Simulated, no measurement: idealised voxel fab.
process module | voxel transistor to metal
cross-section cut | 175 nm wide | cells 5 nm
A cross-section is a grid of square cells, given in bands from the top down. A band is one or more rows of cells.
Each band's line starts with the height of the band's top and of its bottom, in nm. Then come its materials from left to right, each with its width in nm. One material with "throughout" fills the band from edge to edge. "air" is empty space.
Height 0 is the level under which the wafer as received is all one material. The lowest band goes on downwards, as in "0 down".
A width such as "30 to 40" changes by the same amount from each row of cells to the next, from the band's top row to its bottom row.
"no change" after a step means that no cell of the cross-section changed.
closed voids: empty space of 8 cells or more with no open way to the top, each as width x height at its distance from the left edge, in nm
after a step's settings: what the simulator itself notes on the step
overlay nm, on a step with a mask: how far to the right of its planned place the mask lay; to the left if negative
plan
1 op RECEIVE | material Si
2 op OXIDIZE | depth nm 5
3 op CONFORMAL_DEP | material SiN | thk nm 15
4 op PATTERN | tone cover | mask id ACTIVE | material resist | width nm 135 | thk nm 20 | overlay nm 0
5 op DIRECTIONAL_ETCH | etch materials SiN | depth nm 15
6 op DIRECTIONAL_ETCH | etch materials SiO2 | depth nm 5
7 op DIRECTIONAL_ETCH | etch materials Si | depth nm 25
8 op STRIP | etch materials resist
9 op FILL_DEP | material SiO2 | thk nm 15
10 op CMP | height nm 15
11 op SELECTIVE_ETCH | etch materials SiO2 | depth nm 10
12 op STRIP | etch materials SiN
13 op SELECTIVE_ETCH | etch materials SiO2 | depth nm 5
14 op OXIDIZE | depth nm 5
15 op DIRECTIONAL_DEP | material polySi | thk nm 30
16 op DIRECTIONAL_DEP | material SiCN | thk nm 15
17 op PATTERN | tone cover | mask id GATE | material resist | width nm 35 | thk nm 20 | overlay nm 0
18 op DIRECTIONAL_ETCH | etch materials SiCN | depth nm 25
19 op DIRECTIONAL_ETCH | etch materials polySi | depth nm 40
20 op STRIP | etch materials resist
21 op CONFORMAL_DEP | material SiO2 | thk nm 5
22 op DIRECTIONAL_ETCH | etch materials SiO2 | depth nm 5
23 op CONFORMAL_DEP | material SiN | thk nm 10
24 op DIRECTIONAL_ETCH | etch materials SiN | depth nm 10
25 op DIRECTIONAL_ETCH | etch materials SiO2 | depth nm 5
26 op DIRECTIONAL_ETCH | etch materials Si | depth nm 15
27 op EPI | material nSi | thk nm 15
28 op FILL_DEP | material SiO2 | thk nm 5
29 op CMP | height nm 25
30 op STRIP | etch materials polySi
31 op SELECTIVE_ETCH | etch materials SiO2 | depth nm 5
32 op CONFORMAL_DEP | material HfO2 | thk nm 5
33 op CONFORMAL_DEP | material TiN | thk nm 5
34 op FILL_DEP | material W | thk nm 5
35 op CMP | height nm 20
36 op DIRECTIONAL_DEP | material SiO2 | thk nm 10
37 op MASKED_ETCH | tone open | mask id CONTACT | width nm 20 | pitch nm 95 | etch materials SiO2 | depth nm 25 | overlay nm 0
38 op CONFORMAL_DEP | material TiN | thk nm 5
39 op FILL_DEP | material W | thk nm 10
40 op CMP | height nm 30
41 op DIRECTIONAL_DEP | material TiN | thk nm 5
42 op DIRECTIONAL_DEP | material W | thk nm 15
43 op DIRECTIONAL_DEP | material aC | thk nm 10
44 op PATTERN | tone cover | mask id METAL_1 | material resist | width nm 20 | pitch nm 95 | thk nm 30 | overlay nm -15
45 op DIRECTIONAL_ETCH | etch materials aC | depth nm 10
46 op STRIP | etch materials resist
47 op DIRECTIONAL_ETCH | etch materials W | depth nm 15
48 op DIRECTIONAL_ETCH | etch materials TiN | depth nm 5
49 op STRIP | etch materials aC
50 op CONFORMAL_DEP | material SiCN | thk nm 5
51 op FILL_DEP | material lowk | thk nm 10
52 op CMP | height nm 50
53 op CONFORMAL_DEP | material SiCN | thk nm 5
varied across the wafers: overlay nm of step 44. The plan shows the first wafer's value. All wafers start alike
first wafer as received, after step 1
  0 down: Si throughout
  closed voids: none
each wafer at the end: cells of each material gained (+) or lost (-) since it was received, then its closed voids
overlay nm -15 | +19 HfO2 | -132 Si | +74 SiCN | +24 SiN | +162 SiO2 | +47 TiN | +60 W | +69 lowk | +62 nSi | closed voids: none
overlay nm -10 | +19 HfO2 | -132 Si | +74 SiCN | +24 SiN | +162 SiO2 | +47 TiN | +60 W | +69 lowk | +62 nSi | closed voids: none
overlay nm -5 | +19 HfO2 | -132 Si | +74 SiCN | +24 SiN | +162 SiO2 | +47 TiN | +60 W | +69 lowk | +62 nSi | closed voids: none
overlay nm 0 | +19 HfO2 | -132 Si | +74 SiCN | +24 SiN | +162 SiO2 | +47 TiN | +60 W | +69 lowk | +62 nSi | closed voids: none
overlay nm 5 | +19 HfO2 | -132 Si | +74 SiCN | +24 SiN | +162 SiO2 | +47 TiN | +60 W | +69 lowk | +62 nSi | closed voids: none
overlay nm 10 | +19 HfO2 | -132 Si | +74 SiCN | +24 SiN | +162 SiO2 | +47 TiN | +60 W | +69 lowk | +62 nSi | closed voids: none
overlay nm 15 | +19 HfO2 | -132 Si | +74 SiCN | +24 SiN | +162 SiO2 | +47 TiN | +60 W | +69 lowk | +62 nSi | closed voids: none
